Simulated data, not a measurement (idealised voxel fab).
voxel transistor to metal: a process module
The width of the displayed cross-section, cut, is 150 nm; its cells are square, with a size of 5 nm.
When this document writes out a cross-section, it uses a grid of square cells and lists it as bands, beginning at the top and moving down, with a band standing for one or more rows of cells. Read a band's entry like this: the first values are the height of its top and the height of its bottom in nm, and what follows is the sequence of materials from left to right, each with its width in nm. Note that "empty" is empty space, and that a single material marked "all across" reaches across the band from edge to edge. The reference from which all heights are counted is 0, the level beneath which the as-received wafer is entirely one material; the lowest band, having no lower bound, proceeds downward and is written after the example "0..down". Think of "30->40" as a width that walks from the first number to the second as you go down the band, top row to bottom row, taking equal-sized steps from row to row. The cross-section has no changed cell in any step marked "stayed the same". Entry "Enclosed internal cavities" = empty spaces >= 8 cells with no open way to the top; each as width x height at distance, distance from left edge, all nm. Whatever follows a step's settings on its line is a remark the simulator itself makes about that step. The "overlay nm" setting may appear on a step's line; for a step that uses a mask, it gives how far to the right of its planned position the mask lay, and a negative value indicates the left.
## Below is the list of planned process steps
| 1 | RECEIVE,material Si |
| 2 | OXIDIZE,depth nm 5 |
| 3 | CONFORMAL_DEP,material SiN,thk nm 15 |
| 4 | DIRECTIONAL_DEP,material aC,thk nm 15 |
| 5 | PATTERN,tone cover,mask id ACTIVE,material resist,width nm 110,thk nm 30,overlay nm 0 |
| 6 | DIRECTIONAL_ETCH,etch materials aC,depth nm 15 |
| 7 | STRIP,etch materials resist |
| 8 | DIRECTIONAL_ETCH,etch materials SiN,depth nm 15 |
| 9 | DIRECTIONAL_ETCH,etch materials SiO2,depth nm 5 |
| 10 | DIRECTIONAL_ETCH,etch materials Si,depth nm 20 |
| 11 | STRIP,etch materials aC |
| 12 | OXIDIZE,depth nm 5 |
| 13 | FILL_DEP,material SiO2,thk nm 10 |
| 14 | CMP,height nm 15 |
| 15 | SELECTIVE_ETCH,etch materials SiO2,depth nm 5 |
| 16 | STRIP,etch materials SiN |
| 17 | SELECTIVE_ETCH,etch materials SiO2,depth nm 5 |
| 18 | OXIDIZE,depth nm 5 |
| 19 | DIRECTIONAL_DEP,material polySi,thk nm 20 |
| 20 | DIRECTIONAL_DEP,material SiCN,thk nm 10 |
| 21 | DIRECTIONAL_DEP,material aC,thk nm 15 |
| 22 | PATTERN,tone cover,mask id GATE,material resist,width nm 30,thk nm 35,overlay nm 0 |
| 23 | DIRECTIONAL_ETCH,etch materials aC,depth nm 15 |
| 24 | STRIP,etch materials resist |
| 25 | DIRECTIONAL_ETCH,etch materials SiCN,depth nm 20 |
| 26 | DIRECTIONAL_ETCH,etch materials polySi,depth nm 30 |
| 27 | STRIP,etch materials aC |
| 28 | CONFORMAL_DEP,material SiO2,thk nm 5 |
| 29 | DIRECTIONAL_ETCH,etch materials SiO2,depth nm 5 |
| 30 | CONFORMAL_DEP,material SiN,thk nm 5 |
| 31 | DIRECTIONAL_ETCH,etch materials SiN,depth nm 5 |
| 32 | DIRECTIONAL_ETCH,etch materials SiO2,depth nm 5 |
| 33 | DIRECTIONAL_ETCH,etch materials Si,depth nm 15 |
| 34 | EPI,material SiGe,thk nm 15 |
| 35 | FILL_DEP,material SiO2,thk nm 5 |
| 36 | CMP,height nm 15 |
| 37 | STRIP,etch materials polySi |
| 38 | SELECTIVE_ETCH,etch materials SiO2,depth nm 5 |
| 39 | CONFORMAL_DEP,material HfO2,thk nm 5 |
| 40 | CONFORMAL_DEP,material TiN,thk nm 5 |
| 41 | FILL_DEP,material W,thk nm 5 |
| 42 | CMP,height nm 10 |
| 43 | DIRECTIONAL_DEP,material SiO2,thk nm 15 |
| 44 | PATTERN,tone open,mask id CONTACT,material resist,width nm 15,pitch nm 85,thk nm 20,overlay nm 0 |
| 45 | DIRECTIONAL_ETCH,etch materials SiO2,depth nm 35 |
| 46 | STRIP,etch materials resist |
| 47 | CONFORMAL_DEP,material TiN,thk nm 5 |
| 48 | FILL_DEP,material W,thk nm 10 |
| 49 | CMP,height nm 25 |
| 50 | CONFORMAL_DEP,material SiN,thk nm 5 |
| 51 | DIRECTIONAL_DEP,material SiO2,thk nm 25 |
| 52 | PATTERN,tone open,mask id METAL_1,material resist,width nm 15,pitch nm 85,thk nm 15,overlay nm 0 |
| 53 | DIRECTIONAL_ETCH,etch materials SiO2,depth nm 25 |
| 54 | DIRECTIONAL_ETCH,etch materials SiN,depth nm 5 |
| 55 | STRIP,etch materials resist |
| 56 | CONFORMAL_DEP,material TiN,thk nm 5 |
| 57 | FILL_DEP,material Cu,thk nm 10 |
| 58 | CMP,height nm 55 |
| 59 | EPI,material Ru,thk nm 5 |
| 60 | FILL_DEP,material SiCN,thk nm 5 |
| 61 | DIRECTIONAL_DEP,material lowk,thk nm 35 |
| 62 | DIRECTIONAL_DEP,material aC,thk nm 10 |
| 63 | PATTERN,tone open,mask id METAL_2,material resist,width nm 15,pitch nm 85,thk nm 25,overlay nm 0 |
| 64 | DIRECTIONAL_ETCH,etch materials aC,depth nm 10 |
| 65 | STRIP,etch materials resist |
| 66 | DIRECTIONAL_ETCH,etch materials lowk,depth nm 20 |
| 67 | STRIP,etch materials aC |
| 68 | DIRECTIONAL_DEP,material aC,thk nm 15 |
| 69 | PATTERN,tone open,mask id METAL_2_HOLES,material resist,width nm 15,pitch nm 85,thk nm 35,overlay nm 0 |
| 70 | DIRECTIONAL_ETCH,etch materials aC,depth nm 15 |
| 71 | STRIP,etch materials resist |
| 72 | DIRECTIONAL_ETCH,etch materials lowk,depth nm 15 |
| 73 | DIRECTIONAL_ETCH,etch materials SiCN,depth nm 5 |
| 74 | STRIP,etch materials aC |
| 75 | CONFORMAL_DEP,material TiN,thk nm 5 |
| 76 | FILL_DEP,material Cu,thk nm 5 |
| 77 | CMP,height nm 100 |
| 78 | CONFORMAL_DEP,material SiCN,thk nm 5 |
## Wafer as received: cross-section following step 1
- 0..down | Si all across
- Enclosed internal cavities: none
## Below is the wafer in cross-section after the module was completed. It began from the starting point shown above and followed the plan shown above, except that one mistake was made while running it
- 105..100 | SiCN all across
- 100..65 | 25 of lowk; 5 of TiN; 5 of Cu; 5 of TiN; 70 of lowk; 5 of TiN; 5 of Cu; 5 of TiN; 25 of lowk
- 65..60 | 25 of SiCN; 15 of TiN; 70 of SiCN; 15 of TiN; 25 of SiCN
- 60..55 | 20 of SiCN; 25 of Ru; 60 of SiCN; 25 of Ru; 20 of SiCN
- 55..30 | 25 of SiO2; 5 of TiN; 5 of Cu; 5 of TiN; 70 of SiO2; 5 of TiN; 5 of Cu; 5 of TiN; 25 of SiO2
- 30..25 | 25 of SiN; 15 of TiN; 70 of SiN; 15 of TiN; 25 of SiN
- 25..20 | 25 of SiO2; 15 of TiN; 70 of SiO2; 15 of TiN; 25 of SiO2
- 20..15 | 45 of TiN; 15 of HfO2; 5 of TiN; 20 of W; 5 of TiN; 15 of HfO2; 45 of TiN
- 15..10 | 50 of HfO2; 5 of SiN; 5 of HfO2; 5 of TiN; 20 of W; 5 of TiN; 5 of HfO2; 5 of SiN; 50 of HfO2
- 10..5 | 50 of SiO2; 5 of SiN; 5 of HfO2; 5 of TiN; 20 of W; 5 of TiN; 5 of HfO2; 5 of SiN; 50 of SiO2
- 5..0 | 20 of SiO2; 5 of SiN; 10 of SiO2; 15 of SiGe; 5 of SiN; 5 of HfO2; 5 of TiN; 20 of W; 5 of TiN; 5 of HfO2; 5 of SiN; 15 of SiGe; 10 of SiO2; 5 of SiN; 20 of SiO2
- 0..-5 | 20 of SiO2; 5 of SiN; 10 of SiO2; 15 of SiGe; 5 of SiN; 5 of HfO2; 30 of TiN; 5 of HfO2; 5 of SiN; 15 of SiGe; 10 of SiO2; 5 of SiN; 20 of SiO2
- -5..-10 | 35 of SiO2; 15 of SiGe; 5 of SiO2; 40 of HfO2; 5 of SiO2; 15 of SiGe; 35 of SiO2
- -10..-25 | 25 of SiO2; 25 of SiGe; 50 of Si; 25 of SiGe; 25 of SiO2
- -25..-30 | 25 of SiO2; 100 of Si; 25 of SiO2
- -30..down | Si all across
- Enclosed internal cavities: none
Short version of what went wrong: for step 42, the planned setting was not used; the step was instead run as CMP,height nm 20
